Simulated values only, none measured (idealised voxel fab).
voxel plated lines: a process module
Shown is cross-section cut, with a width of 265 nm and square cells of size 5 nm.
We lay out every cross-section as a grid of square cells and spell it out in bands from the top down, where one band means one or more rows of cells. Read a band's entry like this: the first values are the height of its top and the height of its bottom in nm, and what follows is the sequence of materials from left to right, each with its width in nm. Note that "air" is empty space, and that a single material marked "everywhere" reaches across the band from edge to edge. It should be noted that heights are counted from 0, beneath which the wafer as supplied is of one material throughout, and that the lowest band possesses no lower boundary but continues downward, as written in "0 -> down". Think of "30->40" as a width that walks from the first number to the second as you go down the band, top row to bottom row, taking equal-sized steps from row to row. Basically "changes: none" means that step didn't change any cell in the cross-section. "Fully sealed voids": empty spaces of 8 cells or more with no open way to the top, each given as width x height at distance, distance from the left edge, all in nm. Past the settings on a step's line: simulator remark, on that step. overlay nm: for a step with a mask, the amount by which the mask lay right of where it was planned; a negative amount means left of it.

PLANNED PROCESS STEPS
1,RECEIVE, material Si
2,CONFORMAL_DEP, material SiO2, thk nm 5
3,DIRECTIONAL_DEP, material TiN, thk nm 5
4,PATTERN, tone open, mask id LINES, material resist, width nm 25, pitch nm 55, thk nm 20, overlay nm 0
5,EPI, material Ru, thk nm 10
6,STRIP, etch materials resist
7,DIRECTIONAL_ETCH, etch materials TiN, depth nm 5
8,CONFORMAL_DEP, material SiCN, thk nm 5

OF TWO WAFERS, THE FIRST: RUN ACCORDING TO PLAN

WAFER CROSS-SECTION ON RECEIPT, I.E. AFTER STEP 1
- 0 -> down = Si everywhere
- Fully sealed voids: none

WAFER SECTION VIEW AFTER PROCESSING STEP 2
- 5 -> 0 = SiO2 everywhere
- Under 0: no change, same as before.

WAFER SECTION VIEW AFTER PROCESSING STEP 3
- 10 -> 5 = TiN everywhere
- Under 5: no change, same as before.

WAFER SECTION VIEW AFTER PROCESSING STEP 4
- 30 -> 10 = 65 nm resist; 25 nm air; 30 nm resist; 25 nm air; 30 nm resist; 25 nm air; 65 nm resist
- Under 10: no change, same as before.

WAFER SECTION VIEW AFTER PROCESSING STEP 5
- 30 -> 20 = 65 nm resist; 25 nm air; 30 nm resist; 25 nm air; 30 nm resist; 25 nm air; 65 nm resist
- 20 -> 10 = 65 nm resist; 25 nm Ru; 30 nm resist; 25 nm Ru; 30 nm resist; 25 nm Ru; 65 nm resist
- Under 10: no change, same as before.

WAFER SECTION VIEW AFTER PROCESSING STEP 6
- 20 -> 10 = 65 nm air; 25 nm Ru; 30 nm air; 25 nm Ru; 30 nm air; 25 nm Ru; 65 nm air
- Under 10: no change, same as before.

WAFER SECTION VIEW AFTER PROCESSING STEP 7
- 20 -> 10 = 65 nm air; 25 nm Ru; 30 nm air; 25 nm Ru; 30 nm air; 25 nm Ru; 65 nm air
- 10 -> 5 = 65 nm air; 25 nm TiN; 30 nm air; 25 nm TiN; 30 nm air; 25 nm TiN; 65 nm air
- Under 5: no change, same as before.

WAFER SECTION VIEW AFTER PROCESSING STEP 8
- 25 -> 20 = 60 nm air; 35 nm SiCN; 20 nm air; 35 nm SiCN; 20 nm air; 35 nm SiCN; 60 nm air
- 20 -> 10 = 60 nm air; 5 nm SiCN; 25 nm Ru; 5 nm SiCN; 20 nm air; 5 nm SiCN; 25 nm Ru; 5 nm SiCN; 20 nm air; 5 nm SiCN; 25 nm Ru; 5 nm SiCN; 60 nm air
- 10 -> 5 = 65 nm SiCN; 25 nm TiN; 30 nm SiCN; 25 nm TiN; 30 nm SiCN; 25 nm TiN; 65 nm SiCN
- Under 5: no change, same as before.

SECOND WAFER: LIKE START, LIKE PLAN, ONE MISTAKE. THROUGH STEP 4 IT MATCHES THE FIRST WAFER

SECOND WAFER, CROSS-SECTION, PLANNED END OF STEP 5
- 30 -> 10 = 65 nm resist; 25 nm Ru; 30 nm resist; 25 nm Ru; 30 nm resist; 25 nm Ru; 65 nm resist
- Under 10: no change, same as before.

SECOND WAFER, CROSS-SECTION, PLANNED END OF STEP 6
- 30 -> 10 = 65 nm air; 25 nm Ru; 30 nm air; 25 nm Ru; 30 nm air; 25 nm Ru; 65 nm air
- Under 10: no change, same as before.

SECOND WAFER, CROSS-SECTION, PLANNED END OF STEP 7
- 30 -> 10 = 65 nm air; 25 nm Ru; 30 nm air; 25 nm Ru; 30 nm air; 25 nm Ru; 65 nm air
- 10 -> 5 = 65 nm air; 25 nm TiN; 30 nm air; 25 nm TiN; 30 nm air; 25 nm TiN; 65 nm air
- Under 5: no change, same as before.

SECOND WAFER, CROSS-SECTION, PLANNED END OF STEP 8
- 35 -> 30 = 60 nm air; 35 nm SiCN; 20 nm air; 35 nm SiCN; 20 nm air; 35 nm SiCN; 60 nm air
- 30 -> 10 = 60 nm air; 5 nm SiCN; 25 nm Ru; 5 nm SiCN; 20 nm air; 5 nm SiCN; 25 nm Ru; 5 nm SiCN; 20 nm air; 5 nm SiCN; 25 nm Ru; 5 nm SiCN; 60 nm air
- 10 -> 5 = 65 nm SiCN; 25 nm TiN; 30 nm SiCN; 25 nm TiN; 30 nm SiCN; 25 nm TiN; 65 nm SiCN
- Under 5: no change, same as before.
Want to know what went wrong? step 5 in the plan was executed twice
It is noted that, at the conclusion of processing, the second wafer exhibits a higher or lower cell count for certain materials relative to the first: Ru: 30 more, SiCN: 12 more
